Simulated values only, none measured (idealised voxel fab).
process module | voxel wiring stack
cross-section cut | 240 nm wide | cells 5 nm
A cross-section is a grid of square cells, given in bands from the top down. A band is one or more rows of cells.
Each band's line starts with the height of the band's top and of its bottom, in nm. Then come its materials from left to right, each with its width in nm. One material with "throughout" fills the band from edge to edge. "air" is empty space.
Height 0 is the level under which the wafer as received is all one material. The lowest band goes on downwards, as in "0 down".
A width such as "30 to 40" changes by the same amount from each row of cells to the next, from the band's top row to its bottom row.
"no change" after a step means that no cell of the cross-section changed.
closed voids: empty space of 8 cells or more with no open way to the top, each as width x height at its distance from the left edge, in nm
after a step's settings: what the simulator itself notes on the step
overlay nm, on a step with a mask: how far to the right of its planned place the mask lay; to the left if negative
plan
1 op RECEIVE | material Si
2 op CONFORMAL_DEP | material SiO2 | thk nm 10
3 op CONFORMAL_DEP | material SiN | thk nm 5
4 op DIRECTIONAL_DEP | material lowk | thk nm 15
5 op MASKED_ETCH | tone open | mask id METAL_1 | width nm 30 | pitch nm 45 | etch materials lowk | depth nm 15 | overlay nm 0
6 op MASKED_ETCH | tone open | mask id METAL_1 | width nm 30 | pitch nm 45 | etch materials SiN | depth nm 5 | overlay nm 0
7 op CONFORMAL_DEP | material TiN | thk nm 5
8 op FILL_DEP | material Cu | thk nm 5
9 op CMP | height nm 30
10 op CONFORMAL_DEP | material SiCN | thk nm 5
11 op DIRECTIONAL_DEP | material SiO2 | thk nm 10
12 op PATTERN | tone open | mask id PLUG_1 | material resist | width nm 15 | pitch nm 45 | thk nm 20 | overlay nm 0
13 op DIRECTIONAL_ETCH | etch materials SiO2 | depth nm 10
14 op DIRECTIONAL_ETCH | etch materials SiCN | depth nm 5
15 op STRIP | etch materials resist
16 op CONFORMAL_DEP | material TiN | thk nm 5
17 op FILL_DEP | material W | thk nm 5
18 op CMP | height nm 45
19 op DIRECTIONAL_DEP | material TiN | thk nm 5
20 op DIRECTIONAL_DEP | material W | thk nm 15
21 op PATTERN | tone cover | mask id METAL_2 | material resist | width nm 30 | pitch nm 45 | thk nm 20 | overlay nm 0
22 op DIRECTIONAL_ETCH | etch materials W | depth nm 15
23 op DIRECTIONAL_ETCH | etch materials TiN | depth nm 5
24 op STRIP | etch materials resist
25 op FILL_DEP | material lowk | thk nm 10
26 op CMP | height nm 65
27 op CONFORMAL_DEP | material SiCN | thk nm 5
28 op DIRECTIONAL_DEP | material lowk | thk nm 10
29 op PATTERN | tone open | mask id PLUG_2 | material resist | width nm 15 | pitch nm 90 | thk nm 15 | overlay nm 0
30 op DIRECTIONAL_ETCH | etch materials lowk | depth nm 10
31 op DIRECTIONAL_ETCH | etch materials SiCN | depth nm 5
32 op STRIP | etch materials resist
33 op EPI | material Ru | thk nm 10
34 op EPI | material Ru | thk nm 5
35 op CONFORMAL_DEP | material SiCN | thk nm 5
36 op DIRECTIONAL_DEP | material SiO2 | thk nm 20
37 op MASKED_ETCH | tone open | mask id METAL_3 | width nm 30 | pitch nm 45 | etch materials SiO2 | depth nm 20 | overlay nm 0
38 op MASKED_ETCH | tone open | mask id METAL_3 | width nm 30 | pitch nm 45 | etch materials SiCN | depth nm 5 | overlay nm 0
39 op CONFORMAL_DEP | material TiN | thk nm 5
40 op FILL_DEP | material Cu | thk nm 10
41 op CMP | height nm 105
42 op CONFORMAL_DEP | material SiCN | thk nm 5
43 op DIRECTIONAL_DEP | material lowk | thk nm 35
44 op MASKED_ETCH | tone open | mask id METAL_4 | width nm 30 | pitch nm 45 | etch materials lowk | depth nm 20 | overlay nm 0
45 op MASKED_ETCH | tone open | mask id METAL_4_HOLES | width nm 15 | pitch nm 45 | etch materials lowk | depth nm 15 | overlay nm 0
46 op MASKED_ETCH | tone open | mask id METAL_4_HOLES | width nm 15 | pitch nm 45 | etch materials SiCN | depth nm 5 | overlay nm 0
47 op CONFORMAL_DEP | material TiN | thk nm 5
48 op FILL_DEP | material Cu | thk nm 5
49 op CMP | height nm 145
50 op CONFORMAL_DEP | material SiN | thk nm 5
as received, after step 1
  0 down: Si throughout
  closed voids: none
a wafer at the end: this start, this plan, one mistake
  150 to 145: SiN throughout
  145 to 140: lowk 60 | TiN 5 | Cu 5 | TiN 20 | lowk 15 | TiN 5 | Cu 5 | TiN 20 | lowk 15 | TiN 5 | Cu 5 | TiN 20 | lowk 60
  140 to 125: lowk 60 | TiN 5 | Cu 5 | TiN 5 | lowk 30 | TiN 5 | Cu 5 | TiN 5 | lowk 30 | TiN 5 | Cu 5 | TiN 5 | lowk 75
  125 to 120: SiCN 60 | TiN 15 | SiCN 30 | TiN 15 | SiCN 30 | TiN 15 | SiCN 75
  120 to 110: Cu throughout
  110 to 105: TiN 65 | Cu 20 | TiN 25 | Cu 20 | TiN 25 | Cu 20 | TiN 65
  105 to 85: SiO2 60 | TiN 5 | Cu 20 | TiN 5 | SiO2 15 | TiN 5 | Cu 20 | TiN 5 | SiO2 15 | TiN 5 | Cu 20 | TiN 5 | SiO2 60
  85 to 80: SiCN 60 | TiN 30 | SiCN 15 | TiN 30 | SiCN 15 | TiN 30 | SiCN 60
  80 to 70: lowk 60 | Ru 15 | lowk 75 | Ru 15 | lowk 75
  70 to 65: SiCN 60 | Ru 15 | SiCN 75 | Ru 15 | SiCN 75
  65 to 50: lowk 60 | W 30 | lowk 15 | W 30 | lowk 15 | W 30 | lowk 60
  50 to 45: lowk 60 | TiN 30 | lowk 15 | TiN 30 | lowk 15 | TiN 30 | lowk 60
  45 to 35: SiO2 60 | TiN 5 | W 5 | TiN 5 | SiO2 30 | TiN 5 | W 5 | TiN 5 | SiO2 30 | TiN 5 | W 5 | TiN 5 | SiO2 75
  35 to 30: SiCN 60 | TiN 15 | SiCN 30 | TiN 15 | SiCN 30 | TiN 15 | SiCN 75
  30 to 15: lowk 60 | TiN 5 | Cu 20 | TiN 5 | lowk 15 | TiN 5 | Cu 20 | TiN 5 | lowk 15 | TiN 5 | Cu 20 | TiN 5 | lowk 60
  15 to 10: SiN 60 | TiN 30 | SiN 15 | TiN 30 | SiN 15 | TiN 30 | SiN 60
  10 to 0: SiO2 throughout
  0 down: Si throughout
  closed voids: none
what went wrong: step 41 was left out
